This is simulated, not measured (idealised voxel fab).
The process module that follows is named voxel spacer lines.
Section cut is 300 nm wide and gridded with 5 nm square cells.
A cross-section is a grid of square cells, given in bands from the top down. A band is one or more rows of cells.
Within each band entry, the heights of the top and of the bottom of the band appear first, in that order and in nm; the materials of the band then follow from left to right, each with its corresponding width in nm. The designation "full width" on a single material indicates that it fills the band from edge to edge; the designation "empty" indicates empty space.
Where do heights start? At 0: under that level the wafer as delivered is made of one material only. And the lowest band has no floor; it just carries on downward, as in "0 and below".
Width spec "30->40" -> top row of cells at first value, bottom row at second value, equal per-row change in between.
Basically "identical to before" means that step didn't change any cell in the cross-section.
Each empty space that has no open way to the top and spans at least 8 cells appears under "Encapsulated voids" as width x height at distance, the distance counted from the left edge, all in nm.
What comes after the settings on a step's line is commentary from the simulator itself on that step.
overlay nm: right-of-plan distance of the mask on a masked step; negative values mean left-of-plan.

plan
1,RECEIVE [material Si]
2,CONFORMAL_DEP [material Al2O3] [thk nm 10]
3,DIRECTIONAL_DEP [material polySi] [thk nm 15]
4,DIRECTIONAL_DEP [material aC] [thk nm 30]
5,PATTERN [tone cover] [mask id MANDREL] [material resist] [width nm 15] [pitch nm 50] [thk nm 40] [overlay nm 0]
6,DIRECTIONAL_ETCH [etch materials aC] [depth nm 30]
7,STRIP [etch materials resist]
8,CONFORMAL_DEP [material SiO2] [thk nm 10]
9,DIRECTIONAL_ETCH [etch materials SiO2] [depth nm 10]
10,STRIP [etch materials aC]
11,DIRECTIONAL_ETCH [etch materials polySi] [depth nm 15]
12,STRIP [etch materials SiO2]

Shown in cross-section is the wafer as received, that is, as it stands after step 1
    0 and below | Si full width
    Encapsulated voids: none

Cross-section, end of module. Start: as above. Plan: as above. Execution: one mistake
    25 down to 10 | empty=105 | polySi=10 | empty=20 | polySi=10 | empty=10 | polySi=10 | empty=20 | polySi=10 | empty=105
    10 down to 0 | Al2O3 full width
    0 and below | Si full width
    Encapsulated voids: none
Nonconformance to the process plan: step 5 ran as: PATTERN [tone cover] [mask id MANDREL] [material resist] [width nm 20] [pitch nm 50] [thk nm 40] [overlay nm 0]
